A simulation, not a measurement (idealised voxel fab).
You're looking at the process module voxel capacitor over wiring.
We display cut, a cross-section 165 nm in width whose square cells are each 5 nm.
If you're reading a cross-section in this doc, picture square cells in a grid; it comes to you as bands, top ones listed first down to the bottom, and a band can be one or more rows of cells.
In this notation a band is specified by the heights of its top and bottom, in that order and in nm, after which its materials appear from left to right, each paired with its width in nm. The word "all across" attached to a single material means that material fills the band from edge to edge; the word "blank" stands for empty space.
Ref level 0: as-received wafer is one material below here. Bottom band extends down with no lower bound ("0 and below").
The notation "30 to 40" denotes a width that varies across the rows of cells in the band, beginning at the first number in the top row, finishing at the second number in the bottom row, and changing by an identical amount from each row to the next.
It should be understood that the words "nothing different", when stated for a given step, signify that the cross-section underwent no change in any of its cells during that step.
Any empty space of 8 cells or more lacking an open way to the top shows up in "Sealed void list" as width x height at distance, distance from the left edge, in nm.
Note: text after step settings on the step line = simulator remark on that step.
"overlay nm" denotes, for a step that has a mask, the displacement of the mask to the right of its planned place, with negative values corresponding to the left.
Listed below are the process steps as planned
1 RECEIVE (material Si)
2 CONFORMAL_DEP (material SiO2; thk nm 15)
3 CONFORMAL_DEP (material SiN; thk nm 5)
4 DIRECTIONAL_DEP (material SiO2; thk nm 25)
5 PATTERN (tone open; mask id METAL_1; material resist; width nm 20; pitch nm 75; thk nm 20; overlay nm 0)
6 DIRECTIONAL_ETCH (etch materials SiO2; depth nm 25)
7 DIRECTIONAL_ETCH (etch materials SiN; depth nm 5)
8 STRIP (etch materials resist)
9 CONFORMAL_DEP (material TiN; thk nm 5)
10 FILL_DEP (material Ru; thk nm 5)
11 CMP (height nm 45)
12 EPI (material Ru; thk nm 5)
13 FILL_DEP (material SiCN; thk nm 5)
14 DIRECTIONAL_DEP (material SiO2; thk nm 20)
15 MASKED_ETCH (tone open; mask id PLUG_1; width nm 15; etch materials SiO2; depth nm 20; overlay nm 0)
16 MASKED_ETCH (tone open; mask id PLUG_1; width nm 15; etch materials SiCN; depth nm 5; overlay nm 0)
17 EPI (material Ru; thk nm 10)
18 EPI (material Ru; thk nm 10)
19 EPI (material Ru; thk nm 5)
20 DIRECTIONAL_DEP (material TiN; thk nm 5)
21 DIRECTIONAL_DEP (material SiN; thk nm 5)
22 DIRECTIONAL_DEP (material TiN; thk nm 5)
23 DIRECTIONAL_DEP (material aC; thk nm 15)
24 PATTERN (tone cover; mask id UPPER_PLATE; material resist; width nm 60; thk nm 30; overlay nm 0)
25 DIRECTIONAL_ETCH (etch materials aC; depth nm 15)
26 STRIP (etch materials resist)
27 DIRECTIONAL_ETCH (etch materials TiN; depth nm 5)
28 DIRECTIONAL_ETCH (etch materials SiN; depth nm 5)
29 STRIP (etch materials aC)
30 MASKED_ETCH (tone cover; mask id LOWER_PLATE; width nm 70; etch materials TiN; depth nm 5; overlay nm 0)
31 FILL_DEP (material SiO2; thk nm 20)
32 CMP (height nm 105)
33 DIRECTIONAL_DEP (material aC; thk nm 15)
34 PATTERN (tone open; mask id PLUG_2; material resist; width nm 15; thk nm 35; overlay nm 0)
35 DIRECTIONAL_ETCH (etch materials aC; depth nm 15)
36 STRIP (etch materials resist)
37 DIRECTIONAL_ETCH (etch materials SiO2; depth nm 15)
38 STRIP (etch materials aC)
39 CONFORMAL_DEP (material TiN; thk nm 5)
40 FILL_DEP (material Ru; thk nm 5)
41 CMP (height nm 105)
42 CONFORMAL_DEP (material SiN; thk nm 5)
Wafer at receipt (post step 1), cross-section
  0 and below: Si all across
  Sealed void list: none
First of two wafers, end-of-module section, run followed plan
  110 down to 105: SiN all across
  105 down to 95: SiO2 50 nm, then TiN 5 nm, then Ru 5 nm, then TiN 5 nm, then SiO2 100 nm
  95 down to 85: SiO2 50 to 40 nm, then TiN 15 to 60 nm, then SiO2 100 to 65 nm
  85 down to 80: SiO2 40 nm, then SiN 60 nm, then SiO2 65 nm
  80 down to 75: SiO2 35 nm, then TiN 70 nm, then SiO2 60 nm
  75 down to 55: SiO2 40 nm, then Ru 15 nm, then SiO2 110 nm
  55 down to 50: SiCN 40 nm, then Ru 15 nm, then SiCN 110 nm
  50 down to 45: SiCN 30 nm, then Ru 30 nm, then SiCN 45 nm, then Ru 30 nm, then SiCN 30 nm
  45 down to 20: SiO2 35 nm, then TiN 5 nm, then Ru 10 nm, then TiN 5 nm, then SiO2 55 nm, then TiN 5 nm, then Ru 10 nm, then TiN 5 nm, then SiO2 35 nm
  20 down to 15: SiN 35 nm, then TiN 20 nm, then SiN 55 nm, then TiN 20 nm, then SiN 35 nm
  15 down to 0: SiO2 all across
  0 and below: Si all across
  Sealed void list: none
The second wafer, shown in cross-section after the module: started the same way as the first and given the same plan, yet one mistake crept into how it was run
  110 down to 105: SiN all across
  105 down to 100: SiO2 50 nm, then TiN 5 nm, then Ru 5 nm, then TiN 5 nm, then SiO2 100 nm
  100 down to 90: SiO2 50 to 40 nm, then TiN 15 to 25 nm, then SiO2 100 nm
  90 down to 85: SiO2 40 nm, then SiN 20 nm, then TiN 40 nm, then SiO2 65 nm
  85 down to 80: SiO2 35 nm, then TiN 25 nm, then SiN 40 nm, then SiO2 65 nm
  80 down to 75: SiO2 35 nm, then Ru 25 nm, then TiN 45 nm, then SiO2 60 nm
  75 down to 55: SiO2 40 nm, then Ru 15 nm, then SiO2 110 nm
  55 down to 50: TiN all across
  50 down to 45: TiN 30 nm, then Ru 30 nm, then TiN 45 nm, then Ru 30 nm, then TiN 30 nm
  45 down to 20: SiO2 35 nm, then TiN 5 nm, then Ru 10 nm, then TiN 5 nm, then SiO2 55 nm, then TiN 5 nm, then Ru 10 nm, then TiN 5 nm, then SiO2 35 nm
  20 down to 15: SiN 35 nm, then TiN 20 nm, then SiN 55 nm, then TiN 20 nm, then SiN 35 nm
  15 down to 0: SiO2 all across
  0 and below: Si all across
  Sealed void list: none
Diagnosis: step 13: run off-plan, actual operation and settings FILL_DEP (material TiN; thk nm 5)
Once processing is complete, comparing cell counts shows that the second wafer has more or fewer of certain materials than the first: +1 Ru, -51 SiCN, -3 SiO2, +53 TiN
